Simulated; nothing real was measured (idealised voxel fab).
process module | voxel gate over fins
Displayed cross-section: cut, width of 230 nm, square cells sized 5 nm.
Cross-section, as written here: a square-cell grid given band by band from the top down, where a band holds one or more rows of cells.
Basically the band line says how high the top is and how high the bottom is, in nm, and then what's in it from left to right, every material with its width in nm. Empty space shows up as "empty", and if a single material carries "edge to edge" it runs the full band edge to edge.
Zero point of the height axis is 0; under it, received wafer = one material. Lowest band: continues down indefinitely, "z 0 and below".
A width such as "30 to 40" changes by the same amount from each row of cells to the next, from the band's top row to its bottom row.
"changes: none", as given for a step, is the statement that not any cell of the cross-section underwent a change during that step.
"Enclosed cavities" lists enclosed empty spaces (at least 8 cells, no open path upward to the top), each as width x height at distance from the left edge, in nm.
Read whatever lies past the settings on a step's line as the simulator's own remark about the step.
Among the settings permitted on a step's line is "overlay nm"; applied to a step with a mask, it specifies the extent to which the mask lay to the right of its planned position, whereas a negative figure signifies a position to the left.
The process steps that were planned are listed below:
step 1: RECEIVE: material Si
step 2: CONFORMAL_DEP: material SiN, thk nm 10
step 3: MASKED_ETCH: tone cover, mask id FINS, width nm 15, pitch nm 50, etch materials SiN, depth nm 10, overlay nm 0
step 4: MASKED_ETCH: tone cover, mask id FINS, width nm 15, pitch nm 50, etch materials Si, depth nm 35, overlay nm 0
step 5: FILL_DEP: material SiO2, thk nm 5
step 6: CMP: height nm 10
step 7: MASKED_ETCH: tone open, mask id RAIL, width nm 15, etch materials SiO2, depth nm 40, overlay nm 0
step 8: CONFORMAL_DEP: material TiN, thk nm 5
step 9: FILL_DEP: material Ru, thk nm 10
step 10: CMP: height nm 10
step 11: SELECTIVE_ETCH: etch materials W Ru TiN, depth nm 35
step 12: FILL_DEP: material SiO2, thk nm 5
step 13: CMP: height nm 10
step 14: SELECTIVE_ETCH: etch materials SiO2, depth nm 25
step 15: STRIP: etch materials SiN
step 16: CONFORMAL_DEP: material HfO2, thk nm 5
step 17: CONFORMAL_DEP: material TiN, thk nm 5
step 18: CONFORMAL_DEP: material TiAl, thk nm 5
step 19: CONFORMAL_DEP: material TiN, thk nm 5
step 20: FILL_DEP: material W, thk nm 10
step 21: CMP: height nm 25
step 22: CONFORMAL_DEP: material SiCN, thk nm 5
First of two wafers: run as planned:
Delivered wafer in cross-section: state after step 1:
> z 0 and below | Si edge to edge
> Enclosed cavities: none
Take a look at the wafer's cross-section after step 2:
> z 10 to 0 | SiN edge to edge
> Everything under 0 stays put, no change at all.
Take a look at the wafer's cross-section after step 3:
> z 10 to 0 | 80 nm empty / 15 nm SiN / 35 nm empty / 15 nm SiN / 85 nm empty
> Everything under 0 stays put, no change at all.
Take a look at the wafer's cross-section after step 4:
> z 10 to 0 | 80 nm empty / 15 nm SiN / 35 nm empty / 15 nm SiN / 85 nm empty
> z 0 to -35 | 80 nm empty / 15 nm Si / 35 nm empty / 15 nm Si / 85 nm empty
> Everything under -35 stays put, no change at all.
Take a look at the wafer's cross-section after step 5:
> z 15 to 10 | SiO2 edge to edge
> z 10 to 0 | 80 nm SiO2 / 15 nm SiN / 35 nm SiO2 / 15 nm SiN / 85 nm SiO2
> z 0 to -35 | 80 nm SiO2 / 15 nm Si / 35 nm SiO2 / 15 nm Si / 85 nm SiO2
> Everything under -35 stays put, no change at all.
Take a look at the wafer's cross-section after step 6:
> z 10 to 0 | 80 nm SiO2 / 15 nm SiN / 35 nm SiO2 / 15 nm SiN / 85 nm SiO2
> Everything under 0 stays put, no change at all.
Take a look at the wafer's cross-section after step 7:
> z 10 to 0 | 80 nm SiO2 / 15 nm SiN / 10 nm SiO2 / 15 nm empty / 10 nm SiO2 / 15 nm SiN / 85 nm SiO2
> z 0 to -30 | 80 nm SiO2 / 15 nm Si / 10 nm SiO2 / 15 nm empty / 10 nm SiO2 / 15 nm Si / 85 nm SiO2
> Everything under -30 stays put, no change at all.
Take a look at the wafer's cross-section after step 8:
> z 15 to 10 | 110 nm TiN / 5 nm empty / 115 nm TiN
> z 10 to 0 | 80 nm SiO2 / 15 nm SiN / 10 nm SiO2 / 5 nm TiN / 5 nm empty / 5 nm TiN / 10 nm SiO2 / 15 nm SiN / 85 nm SiO2
> z 0 to -25 | 80 nm SiO2 / 15 nm Si / 10 nm SiO2 / 5 nm TiN / 5 nm empty / 5 nm TiN / 10 nm SiO2 / 15 nm Si / 85 nm SiO2
> z -25 to -30 | 80 nm SiO2 / 15 nm Si / 10 nm SiO2 / 15 nm TiN / 10 nm SiO2 / 15 nm Si / 85 nm SiO2
> Everything under -30 stays put, no change at all.
Take a look at the wafer's cross-section after step 9:
> z 25 to 15 | Ru edge to edge
> z 15 to 10 | 110 nm TiN / 5 nm Ru / 115 nm TiN
> z 10 to 0 | 80 nm SiO2 / 15 nm SiN / 10 nm SiO2 / 5 nm TiN / 5 nm Ru / 5 nm TiN / 10 nm SiO2 / 15 nm SiN / 85 nm SiO2
> z 0 to -25 | 80 nm SiO2 / 15 nm Si / 10 nm SiO2 / 5 nm TiN / 5 nm Ru / 5 nm TiN / 10 nm SiO2 / 15 nm Si / 85 nm SiO2
> Everything under -25 stays put, no change at all.
Take a look at the wafer's cross-section after step 10:
> z 10 to 0 | 80 nm SiO2 / 15 nm SiN / 10 nm SiO2 / 5 nm TiN / 5 nm Ru / 5 nm TiN / 10 nm SiO2 / 15 nm SiN / 85 nm SiO2
> Everything under 0 stays put, no change at all.
Take a look at the wafer's cross-section after step 11:
> z 10 to 0 | 80 nm SiO2 / 15 nm SiN / 10 nm SiO2 / 15 nm empty / 10 nm SiO2 / 15 nm SiN / 85 nm SiO2
> z 0 to -25 | 80 nm SiO2 / 15 nm Si / 10 nm SiO2 / 15 nm empty / 10 nm SiO2 / 15 nm Si / 85 nm SiO2
> Everything under -25 stays put, no change at all.
Take a look at the wafer's cross-section after step 12:
> z 15 to 10 | SiO2 edge to edge
> z 10 to 0 | 80 nm SiO2 / 15 nm SiN / 35 nm SiO2 / 15 nm SiN / 85 nm SiO2
> z 0 to -25 | 80 nm SiO2 / 15 nm Si / 35 nm SiO2 / 15 nm Si / 85 nm SiO2
> Everything under -25 stays put, no change at all.
Take a look at the wafer's cross-section after step 13:
> z 10 to 0 | 80 nm SiO2 / 15 nm SiN / 35 nm SiO2 / 15 nm SiN / 85 nm SiO2
> Everything under 0 stays put, no change at all.
Take a look at the wafer's cross-section after step 14:
> z 10 to 0 | 80 nm empty / 15 nm SiN / 35 nm empty / 15 nm SiN / 85 nm empty
> z 0 to -15 | 80 nm empty / 15 nm Si / 35 nm empty / 15 nm Si / 85 nm empty
> Everything under -15 stays put, no change at all.
Take a look at the wafer's cross-section after step 15:
> z 0 to -15 | 80 nm empty / 15 nm Si / 35 nm empty / 15 nm Si / 85 nm empty
> Everything under -15 stays put, no change at all.
Take a look at the wafer's cross-section after step 16:
> z 5 to 0 | 75 nm empty / 25 nm HfO2 / 25 nm empty / 25 nm HfO2 / 80 nm empty
> z 0 to -10 | 75 nm empty / 5 nm HfO2 / 15 nm Si / 5 nm HfO2 / 25 nm empty / 5 nm HfO2 / 15 nm Si / 5 nm HfO2 / 80 nm empty
> z -10 to -15 | 80 nm HfO2 / 15 nm Si / 35 nm HfO2 / 15 nm Si / 85 nm HfO2
> Everything under -15 stays put, no change at all.
Take a look at the wafer's cross-section after step 17:
> z 10 to 5 | 70 nm empty / 35 nm TiN / 15 nm empty / 35 nm TiN / 75 nm empty
> z 5 to 0 | 70 nm empty / 5 nm TiN / 25 nm HfO2 / 5 nm TiN / 15 nm empty / 5 nm TiN / 25 nm HfO2 / 5 nm TiN / 75 nm empty
> z 0 to -5 | 70 nm empty / 5 nm TiN / 5 nm HfO2 / 15 nm Si / 5 nm HfO2 / 5 nm TiN / 15 nm empty / 5 nm TiN / 5 nm HfO2 / 15 nm Si / 5 nm HfO2 / 5 nm TiN / 75 nm empty
> z -5 to -10 | 75 nm TiN / 5 nm HfO2 / 15 nm Si / 5 nm HfO2 / 25 nm TiN / 5 nm HfO2 / 15 nm Si / 5 nm HfO2 / 80 nm TiN
> Everything under -10 stays put, no change at all.
Take a look at the wafer's cross-section after step 18:
> z 15 to 10 | 65 nm empty / 45 nm TiAl / 5 nm empty / 45 nm TiAl / 70 nm empty
> z 10 to 5 | 65 nm empty / 5 nm TiAl / 35 nm TiN / 5 nm TiAl / 5 nm empty / 5 nm TiAl / 35 nm TiN / 5 nm TiAl / 70 nm empty
> z 5 to 0 | 65 nm empty / 5 nm TiAl / 5 nm TiN / 25 nm HfO2 / 5 nm TiN / 5 nm TiAl / 5 nm empty / 5 nm TiAl / 5 nm TiN / 25 nm HfO2 / 5 nm TiN / 5 nm TiAl / 70 nm empty
> z 0 to -5 | 70 nm TiAl / 5 nm TiN / 5 nm HfO2 / 15 nm Si / 5 nm HfO2 / 5 nm TiN / 15 nm TiAl / 5 nm TiN / 5 nm HfO2 / 15 nm Si / 5 nm HfO2 / 5 nm TiN / 75 nm TiAl
> Everything under -5 stays put, no change at all.
Take a look at the wafer's cross-section after step 19:
> z 20 to 15 | 60 nm empty / 105 nm TiN / 65 nm empty
> z 15 to 10 | 60 nm empty / 5 nm TiN / 45 nm TiAl / 5 nm TiN / 45 nm TiAl / 5 nm TiN / 65 nm empty
> z 10 to 5 | 60 nm empty / 5 nm TiN / 5 nm TiAl / 35 nm TiN / 5 nm TiAl / 5 nm TiN / 5 nm TiAl / 35 nm TiN / 5 nm TiAl / 5 nm TiN / 65 nm empty
> z 5 to 0 | 65 nm TiN / 5 nm TiAl / 5 nm TiN / 25 nm HfO2 / 5 nm TiN / 5 nm TiAl / 5 nm TiN / 5 nm TiAl / 5 nm TiN / 25 nm HfO2 / 5 nm TiN / 5 nm TiAl / 70 nm TiN
> Everything under 0 stays put, no change at all.
Take a look at the wafer's cross-section after step 20:
> z 30 to 20 | W edge to edge
> z 20 to 15 | 60 nm W / 105 nm TiN / 65 nm W
> z 15 to 10 | 60 nm W / 5 nm TiN / 45 nm TiAl / 5 nm TiN / 45 nm TiAl / 5 nm TiN / 65 nm W
> z 10 to 5 | 60 nm W / 5 nm TiN / 5 nm TiAl / 35 nm TiN / 5 nm TiAl / 5 nm TiN / 5 nm TiAl / 35 nm TiN / 5 nm TiAl / 5 nm TiN / 65 nm W
> Everything under 5 stays put, no change at all.
Take a look at the wafer's cross-section after step 21:
> z 25 to 20 | W edge to edge
> Everything under 20 stays put, no change at all.
Take a look at the wafer's cross-section after step 22:
> z 30 to 25 | SiCN edge to edge
> Everything under 25 stays put, no change at all.
Here the second wafer is described. Its start and its plan were those of the first wafer. Its run contained one mistake. Up to and including step 6, it did exactly what the first wafer did:
When step 7 should have ended:
> z 10 to 0 | 80 nm SiO2 / 15 nm SiN / 15 nm SiO2 / 15 nm empty / 5 nm SiO2 / 15 nm SiN / 85 nm SiO2
> z 0 to -30 | 80 nm SiO2 / 15 nm Si / 15 nm SiO2 / 15 nm empty / 5 nm SiO2 / 15 nm Si / 85 nm SiO2
> Everything under -30 stays put, no change at all.
When step 8 should have ended:
> z 15 to 10 | 115 nm TiN / 5 nm empty / 110 nm TiN
> z 10 to 0 | 80 nm SiO2 / 15 nm SiN / 15 nm SiO2 / 5 nm TiN / 5 nm empty / 5 nm TiN / 5 nm SiO2 / 15 nm SiN / 85 nm SiO2
> z 0 to -25 | 80 nm SiO2 / 15 nm Si / 15 nm SiO2 / 5 nm TiN / 5 nm empty / 5 nm TiN / 5 nm SiO2 / 15 nm Si / 85 nm SiO2
> z -25 to -30 | 80 nm SiO2 / 15 nm Si / 15 nm SiO2 / 15 nm TiN / 5 nm SiO2 / 15 nm Si / 85 nm SiO2
> Everything under -30 stays put, no change at all.
When step 9 should have ended:
> z 25 to 15 | Ru edge to edge
> z 15 to 10 | 115 nm TiN / 5 nm Ru / 110 nm TiN
> z 10 to 0 | 80 nm SiO2 / 15 nm SiN / 15 nm SiO2 / 5 nm TiN / 5 nm Ru / 5 nm TiN / 5 nm SiO2 / 15 nm SiN / 85 nm SiO2
> z 0 to -25 | 80 nm SiO2 / 15 nm Si / 15 nm SiO2 / 5 nm TiN / 5 nm Ru / 5 nm TiN / 5 nm SiO2 / 15 nm Si / 85 nm SiO2
> Everything under -25 stays put, no change at all.
When step 10 should have ended:
> z 10 to 0 | 80 nm SiO2 / 15 nm SiN / 15 nm SiO2 / 5 nm TiN / 5 nm Ru / 5 nm TiN / 5 nm SiO2 / 15 nm SiN / 85 nm SiO2
> Everything under 0 stays put, no change at all.
When step 11 should have ended:
> z 10 to 0 | 80 nm SiO2 / 15 nm SiN / 15 nm SiO2 / 15 nm empty / 5 nm SiO2 / 15 nm SiN / 85 nm SiO2
> z 0 to -25 | 80 nm SiO2 / 15 nm Si / 15 nm SiO2 / 15 nm empty / 5 nm SiO2 / 15 nm Si / 85 nm SiO2
> Everything under -25 stays put, no change at all.
When step 12 should have ended:
> z 15 to 10 | SiO2 edge to edge
> z 10 to 0 | 80 nm SiO2 / 15 nm SiN / 35 nm SiO2 / 15 nm SiN / 85 nm SiO2
> z 0 to -25 | 80 nm SiO2 / 15 nm Si / 35 nm SiO2 / 15 nm Si / 85 nm SiO2
> Everything under -25 stays put, no change at all.
When step 13 should have ended:
> z 10 to 0 | 80 nm SiO2 / 15 nm SiN / 35 nm SiO2 / 15 nm SiN / 85 nm SiO2
> Everything under 0 stays put, no change at all.
When step 14 should have ended:
> z 10 to 0 | 80 nm empty / 15 nm SiN / 35 nm empty / 15 nm SiN / 85 nm empty
> z 0 to -15 | 80 nm empty / 15 nm Si / 35 nm empty / 15 nm Si / 85 nm empty
> Everything under -15 stays put, no change at all.
When step 15 should have ended:
> z 0 to -15 | 80 nm empty / 15 nm Si / 35 nm empty / 15 nm Si / 85 nm empty
> Everything under -15 stays put, no change at all.
When step 16 should have ended:
> z 5 to 0 | 75 nm empty / 25 nm HfO2 / 25 nm empty / 25 nm HfO2 / 80 nm empty
> z 0 to -10 | 75 nm empty / 5 nm HfO2 / 15 nm Si / 5 nm HfO2 / 25 nm empty / 5 nm HfO2 / 15 nm Si / 5 nm HfO2 / 80 nm empty
> z -10 to -15 | 80 nm HfO2 / 15 nm Si / 35 nm HfO2 / 15 nm Si / 85 nm HfO2
> Everything under -15 stays put, no change at all.
When step 17 should have ended:
> z 10 to 5 | 70 nm empty / 35 nm TiN / 15 nm empty / 35 nm TiN / 75 nm empty
> z 5 to 0 | 70 nm empty / 5 nm TiN / 25 nm HfO2 / 5 nm TiN / 15 nm empty / 5 nm TiN / 25 nm HfO2 / 5 nm TiN / 75 nm empty
> z 0 to -5 | 70 nm empty / 5 nm TiN / 5 nm HfO2 / 15 nm Si / 5 nm HfO2 / 5 nm TiN / 15 nm empty / 5 nm TiN / 5 nm HfO2 / 15 nm Si / 5 nm HfO2 / 5 nm TiN / 75 nm empty
> z -5 to -10 | 75 nm TiN / 5 nm HfO2 / 15 nm Si / 5 nm HfO2 / 25 nm TiN / 5 nm HfO2 / 15 nm Si / 5 nm HfO2 / 80 nm TiN
> Everything under -10 stays put, no change at all.
When step 18 should have ended:
> z 15 to 10 | 65 nm empty / 45 nm TiAl / 5 nm empty / 45 nm TiAl / 70 nm empty
> z 10 to 5 | 65 nm empty / 5 nm TiAl / 35 nm TiN / 5 nm TiAl / 5 nm empty / 5 nm TiAl / 35 nm TiN / 5 nm TiAl / 70 nm empty
> z 5 to 0 | 65 nm empty / 5 nm TiAl / 5 nm TiN / 25 nm HfO2 / 5 nm TiN / 5 nm TiAl / 5 nm empty / 5 nm TiAl / 5 nm TiN / 25 nm HfO2 / 5 nm TiN / 5 nm TiAl / 70 nm empty
> z 0 to -5 | 70 nm TiAl / 5 nm TiN / 5 nm HfO2 / 15 nm Si / 5 nm HfO2 / 5 nm TiN / 15 nm TiAl / 5 nm TiN / 5 nm HfO2 / 15 nm Si / 5 nm HfO2 / 5 nm TiN / 75 nm TiAl
> Everything under -5 stays put, no change at all.
When step 19 should have ended:
> z 20 to 15 | 60 nm empty / 105 nm TiN / 65 nm empty
> z 15 to 10 | 60 nm empty / 5 nm TiN / 45 nm TiAl / 5 nm TiN / 45 nm TiAl / 5 nm TiN / 65 nm empty
> z 10 to 5 | 60 nm empty / 5 nm TiN / 5 nm TiAl / 35 nm TiN / 5 nm TiAl / 5 nm TiN / 5 nm TiAl / 35 nm TiN / 5 nm TiAl / 5 nm TiN / 65 nm empty
> z 5 to 0 | 65 nm TiN / 5 nm TiAl / 5 nm TiN / 25 nm HfO2 / 5 nm TiN / 5 nm TiAl / 5 nm TiN / 5 nm TiAl / 5 nm TiN / 25 nm HfO2 / 5 nm TiN / 5 nm TiAl / 70 nm TiN
> Everything under 0 stays put, no change at all.
When step 20 should have ended:
> z 30 to 20 | W edge to edge
> z 20 to 15 | 60 nm W / 105 nm TiN / 65 nm W
> z 15 to 10 | 60 nm W / 5 nm TiN / 45 nm TiAl / 5 nm TiN / 45 nm TiAl / 5 nm TiN / 65 nm W
> z 10 to 5 | 60 nm W / 5 nm TiN / 5 nm TiAl / 35 nm TiN / 5 nm TiAl / 5 nm TiN / 5 nm TiAl / 35 nm TiN / 5 nm TiAl / 5 nm TiN / 65 nm W
> Everything under 5 stays put, no change at all.
When step 21 should have ended:
> z 25 to 20 | W edge to edge
> Everything under 20 stays put, no change at all.
When step 22 should have ended:
> z 30 to 25 | SiCN edge to edge
> Everything under 25 stays put, no change at all.
Error vs. plan: step 7 deviated from plan and actually ran as MASKED_ETCH: tone open, mask id RAIL, width nm 15, etch materials SiO2, depth nm 40, overlay nm 5
Both wafers, final: cells per material equal; arrangement not.
